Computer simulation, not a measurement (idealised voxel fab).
Process module under the name voxel wiring stack
Cross-sectional view cut (width: 235 nm; square cell size: 5 nm).
Just so we're on the same page, the cross-sections are grids of square cells, and they're listed out in bands top to bottom, each band one or more rows deep. Each band's line starts with the height of the band's top and of its bottom, in nm. Then come its materials from left to right, each with its width in nm. One material with "edge to edge" fills the band from edge to edge. "air" is empty space. The level at which height equals 0 is the one under which the wafer, as it arrives, is entirely one material. No lower edge exists for the bottom band, which continues downward and is notated as in "0 down". Width: "30..40" (first number = top row, second number = bottom row, same change from row to row of cells). Any step labelled "identical to before" changed none of the cells in the cross-section. So "Internal closed voids" is basically the list of trapped voids: any empty space of 8 cells or more that can't reach the top through an opening. They're written width x height at distance, the distance being from the left edge, and it's all nm. Past the settings on a step's line: simulator remark, on that step. The setting "overlay nm" may be written on the line of a step. When the step uses a mask, the value reports how far to the right of the planned place the mask lay, and a negative value reports that it lay to the left.

Process steps (planned)
1 RECEIVE,material Si
2 CONFORMAL_DEP,material SiO2,thk nm 10
3 CONFORMAL_DEP,material SiCN,thk nm 5
4 DIRECTIONAL_DEP,material lowk,thk nm 15
5 DIRECTIONAL_DEP,material aC,thk nm 15
6 PATTERN,tone open,mask id METAL_1,material resist,width nm 25,pitch nm 50,thk nm 30,overlay nm 0
7 DIRECTIONAL_ETCH,etch materials aC,depth nm 15
8 STRIP,etch materials resist
9 DIRECTIONAL_ETCH,etch materials lowk,depth nm 15
10 DIRECTIONAL_ETCH,etch materials SiCN,depth nm 5
11 STRIP,etch materials aC
12 CONFORMAL_DEP,material TiN,thk nm 5
13 FILL_DEP,material Cu,thk nm 10
14 CMP,height nm 30
15 CONFORMAL_DEP,material SiCN,thk nm 5
16 DIRECTIONAL_DEP,material lowk,thk nm 15
17 DIRECTIONAL_DEP,material aC,thk nm 10
18 PATTERN,tone open,mask id PLUG_1,material resist,width nm 15,pitch nm 50,thk nm 30,overlay nm 0
19 DIRECTIONAL_ETCH,etch materials aC,depth nm 10
20 STRIP,etch materials resist
21 DIRECTIONAL_ETCH,etch materials lowk,depth nm 15
22 DIRECTIONAL_ETCH,etch materials SiCN,depth nm 5
23 STRIP,etch materials aC
24 CONFORMAL_DEP,material TiN,thk nm 5
25 FILL_DEP,material Cu,thk nm 5
26 CMP,height nm 50
27 CONFORMAL_DEP,material SiCN,thk nm 5
28 DIRECTIONAL_DEP,material SiO2,thk nm 20
29 PATTERN,tone open,mask id METAL_2,material resist,width nm 25,pitch nm 50,thk nm 20,overlay nm 0
30 DIRECTIONAL_ETCH,etch materials SiO2,depth nm 20
31 DIRECTIONAL_ETCH,etch materials SiCN,depth nm 5
32 STRIP,etch materials resist
33 CONFORMAL_DEP,material TiN,thk nm 5
34 FILL_DEP,material W,thk nm 10
35 CMP,height nm 75
36 CONFORMAL_DEP,material SiCN,thk nm 5
37 DIRECTIONAL_DEP,material SiO2,thk nm 25
38 DIRECTIONAL_DEP,material aC,thk nm 15
39 PATTERN,tone open,mask id METAL_3,material resist,width nm 25,pitch nm 50,thk nm 35,overlay nm 0
40 DIRECTIONAL_ETCH,etch materials aC,depth nm 15
41 STRIP,etch materials resist
42 DIRECTIONAL_ETCH,etch materials SiO2,depth nm 15
43 STRIP,etch materials aC
44 PATTERN,tone open,mask id METAL_3_HOLES,material resist,width nm 15,pitch nm 50,thk nm 15,overlay nm 0
45 DIRECTIONAL_ETCH,etch materials SiO2,depth nm 10
46 DIRECTIONAL_ETCH,etch materials SiCN,depth nm 5
47 STRIP,etch materials resist
48 CONFORMAL_DEP,material TiN,thk nm 5
49 FILL_DEP,material Ru,thk nm 10
50 CMP,height nm 105
51 CONFORMAL_DEP,material SiCN,thk nm 5

Cross-section: wafer on arrival = after step 1
    0 down  Si edge to edge
    Internal closed voids: none

first wafer at the end, as planned
    110 to 105  SiCN edge to edge
    105 to 95  80 nm SiO2, then 5 nm TiN, then 15 nm Ru, then 5 nm TiN, then 25 nm SiO2, then 5 nm TiN, then 15 nm Ru, then 5 nm TiN, then 80 nm SiO2
    95 to 90  80 nm SiO2, then 5 nm TiN, then 5 nm Ru, then 15 nm TiN, then 25 nm SiO2, then 5 nm TiN, then 5 nm Ru, then 15 nm TiN, then 80 nm SiO2
    90 to 80  80 nm SiO2, then 5 nm TiN, then 5 nm Ru, then 5 nm TiN, then 35 nm SiO2, then 5 nm TiN, then 5 nm Ru, then 5 nm TiN, then 90 nm SiO2
    80 to 75  80 nm SiCN, then 15 nm TiN, then 35 nm SiCN, then 15 nm TiN, then 90 nm SiCN
    75 to 55  80 nm SiO2, then 5 nm TiN, then 15 nm W, then 5 nm TiN, then 25 nm SiO2, then 5 nm TiN, then 15 nm W, then 5 nm TiN, then 80 nm SiO2
    55 to 50  80 nm SiCN, then 25 nm TiN, then 25 nm SiCN, then 25 nm TiN, then 80 nm SiCN
    50 to 35  80 nm lowk, then 5 nm TiN, then 5 nm Cu, then 5 nm TiN, then 35 nm lowk, then 5 nm TiN, then 5 nm Cu, then 5 nm TiN, then 90 nm lowk
    35 to 30  80 nm SiCN, then 15 nm TiN, then 35 nm SiCN, then 15 nm TiN, then 90 nm SiCN
    30 to 15  80 nm lowk, then 5 nm TiN, then 15 nm Cu, then 5 nm TiN, then 25 nm lowk, then 5 nm TiN, then 15 nm Cu, then 5 nm TiN, then 80 nm lowk
    15 to 10  80 nm SiCN, then 25 nm TiN, then 25 nm SiCN, then 25 nm TiN, then 80 nm SiCN
    10 to 0  SiO2 edge to edge
    0 down  Si edge to edge
    Internal closed voids: none

The second wafer, shown in cross-section after the module: started the same way as the first and given the same plan, yet one mistake crept into how it was run
    110 to 105  SiCN edge to edge
    105 to 95  80 nm SiO2, then 5 nm TiN, then 15 nm Ru, then 5 nm TiN, then 25 nm SiO2, then 5 nm TiN, then 15 nm Ru, then 5 nm TiN, then 80 nm SiO2
    95 to 90  80 nm SiO2, then 5 nm TiN, then 5 nm Ru, then 15 nm TiN, then 25 nm SiO2, then 5 nm TiN, then 5 nm Ru, then 15 nm TiN, then 80 nm SiO2
    90 to 80  80 nm SiO2, then 5 nm TiN, then 5 nm Ru, then 5 nm TiN, then 35 nm SiO2, then 5 nm TiN, then 5 nm Ru, then 5 nm TiN, then 90 nm SiO2
    80 to 75  80 nm SiCN, then 15 nm TiN, then 35 nm SiCN, then 15 nm TiN, then 90 nm SiCN
    75 to 55  80 nm SiO2, then 5 nm TiN, then 15 nm W, then 5 nm TiN, then 25 nm SiO2, then 5 nm TiN, then 15 nm W, then 5 nm TiN, then 80 nm SiO2
    55 to 45  80 nm SiCN, then 25..15 nm TiN, then 25..35 nm SiCN, then 25..15 nm TiN, then 80..90 nm SiCN
    45 to 35  Cu edge to edge
    35 to 30  85 nm TiN, then 15 nm Cu, then 35 nm TiN, then 15 nm Cu, then 85 nm TiN
    30 to 15  80 nm lowk, then 5 nm TiN, then 15 nm Cu, then 5 nm TiN, then 25 nm lowk, then 5 nm TiN, then 15 nm Cu, then 5 nm TiN, then 80 nm lowk
    15 to 10  80 nm SiCN, then 25 nm TiN, then 25 nm SiCN, then 25 nm TiN, then 80 nm SiCN
    10 to 0  SiO2 edge to edge
    0 down  Si edge to edge
    Internal closed voids: none
So what did we get wrong on this run? step 14 from the plan never happened, it was just skipped
End of process, cell counts, second wafer against first, materials with more or fewer: +94 Cu, +29 TiN, -123 lowk
